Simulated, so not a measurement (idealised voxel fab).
Documented hereafter: the process module known as voxel gate over fins.
Section shown: cut. Width: 215 nm. Cell size: 5 nm, square.
Throughout this document, each cross-section is represented as a grid of square cells and is presented as a sequence of bands enumerated from the top downward, where a band comprises one or more rows of cells.
Quick guide to a band line: top height, bottom height (nm) up front; then every material left to right with its width in nm. Only one material and it's marked "all across"? Then it fills the band edge to edge. And "empty" just means empty space.
The level at which height equals 0 is the one under which the wafer, as it arrives, is entirely one material. No lower edge exists for the bottom band, which continues downward and is notated as in "0 down".
The notation "30 to 40" denotes a width that varies across the rows of cells in the band, beginning at the first number in the top row, finishing at the second number in the bottom row, and changing by an identical amount from each row to the next.
Any step labelled "identical to before" changed none of the cells in the cross-section.
The entry "Closed void entries" lists the empty spaces that cover at least 8 cells and have no open path to the top. Each is written as width x height at distance, where the distance is measured from the left edge and all three values are in nm.
That trailing text on a step's line, after the settings, is the simulator's own remark on the step.
A step line may carry the setting "overlay nm", which, for steps involving a mask, states the distance by which the mask lay to the right of its intended position; negative values denote displacement to the left.
## These are the steps we planned for the process
| 1 | RECEIVE with material Si |
| 2 | CONFORMAL_DEP with material SiN, thk nm 10 |
| 3 | DIRECTIONAL_DEP with material aC, thk nm 15 |
| 4 | PATTERN with tone cover, mask id FINS, material resist, width nm 15, pitch nm 40, thk nm 30, overlay nm 0 |
| 5 | DIRECTIONAL_ETCH with etch materials aC, depth nm 15 |
| 6 | STRIP with etch materials resist |
| 7 | DIRECTIONAL_ETCH with etch materials SiN, depth nm 10 |
| 8 | DIRECTIONAL_ETCH with etch materials Si, depth nm 40 |
| 9 | STRIP with etch materials aC |
| 10 | FILL_DEP with material SiO2, thk nm 5 |
| 11 | CMP with height nm 10 |
| 12 | SELECTIVE_ETCH with etch materials SiO2, depth nm 25 |
| 13 | STRIP with etch materials SiN |
| 14 | CONFORMAL_DEP with material HfO2, thk nm 5 |
| 15 | CONFORMAL_DEP with material TiN, thk nm 5 |
| 16 | CONFORMAL_DEP with material TiAl, thk nm 5 |
| 17 | CONFORMAL_DEP with material TiN, thk nm 5 |
| 18 | FILL_DEP with material W, thk nm 15 |
| 19 | CMP with height nm 30 |
| 20 | CONFORMAL_DEP with material SiCN, thk nm 10 |
## As-received state of the wafer in cross-section, equivalent to post-step 1
- 0 down  Si all across
- Closed void entries: none
## Cross-sectional image of the first of two wafers at the end of the module, the run having proceeded as planned
- 40 to 30  SiCN all across
- 30 to 20  W all across
- 20 to 15  40 W  135 TiN  40 W
- 15 to 10  40 W  5 TiN  125 TiAl  5 TiN  40 W
- 10 to 5  40 W  5 TiN  5 TiAl  35 TiN  5 TiAl  35 TiN  5 TiAl  35 TiN  5 TiAl  5 TiN  40 W
- 5 to 0  45 TiN  5 TiAl  5 TiN  25 HfO2  5 TiN  5 TiAl  5 TiN  25 HfO2  5 TiN  5 TiAl  5 TiN  25 HfO2  5 TiN  5 TiAl  45 TiN
- 0 to -5  50 TiAl  5 TiN  5 HfO2  15 Si  5 HfO2  5 TiN  5 TiAl  5 TiN  5 HfO2  15 Si  5 HfO2  5 TiN  5 TiAl  5 TiN  5 HfO2  15 Si  5 HfO2  5 TiN  50 TiAl
- -5 to -10  55 TiN  5 HfO2  15 Si  5 HfO2  15 TiN  5 HfO2  15 Si  5 HfO2  15 TiN  5 HfO2  15 Si  5 HfO2  55 TiN
- -10 to -15  60 HfO2  15 Si  25 HfO2  15 Si  25 HfO2  15 Si  60 HfO2
- -15 to -40  60 SiO2  15 Si  25 SiO2  15 Si  25 SiO2  15 Si  60 SiO2
- -40 down  Si all across
- Closed void entries: none
## Second wafer of the two, sectioned at the end of the module. It began like the first and followed the same plan, but one mistake was made while running it
- 40 to 30  SiCN all across
- 30 to 20  W all across
- 20 to 15  40 W  140 TiN  35 W
- 15 to 10  40 W  5 TiN  130 TiAl  5 TiN  35 W
- 10 to 5  40 W  5 TiN  5 TiAl  120 TiN  5 TiAl  5 TiN  35 W
- 5 to 0  45 TiN  5 TiAl  5 TiN  30 HfO2  10 TiN  30 HfO2  10 TiN  30 HfO2  5 TiN  5 TiAl  40 TiN
- 0 to -5  50 TiAl  5 TiN  5 HfO2  20 Si  5 HfO2  10 TiN  5 HfO2  20 Si  5 HfO2  10 TiN  5 HfO2  20 Si  5 HfO2  5 TiN  45 TiAl
- -5 to -10  55 TiN  5 HfO2  20 Si  5 HfO2  10 TiN  5 HfO2  20 Si  5 HfO2  10 TiN  5 HfO2  20 Si  5 HfO2  50 TiN
- -10 to -15  60 HfO2  20 Si  20 HfO2  20 Si  20 HfO2  20 Si  55 HfO2
- -15 to -40  60 SiO2  20 Si  20 SiO2  20 Si  20 SiO2  20 Si  55 SiO2
- -40 down  Si all across
- Closed void entries: none
What was done differently from what was planned? note that step 4 departed from the planned setting and was carried out as PATTERN with tone cover, mask id FINS, material resist, width nm 20, pitch nm 40, thk nm 30, overlay nm 0
Once processing is complete, comparing cell counts shows that the second wafer has more or fewer of certain materials than the first: 24 more of Si | 15 fewer of SiO2 | 6 fewer of TiAl | 3 fewer of W
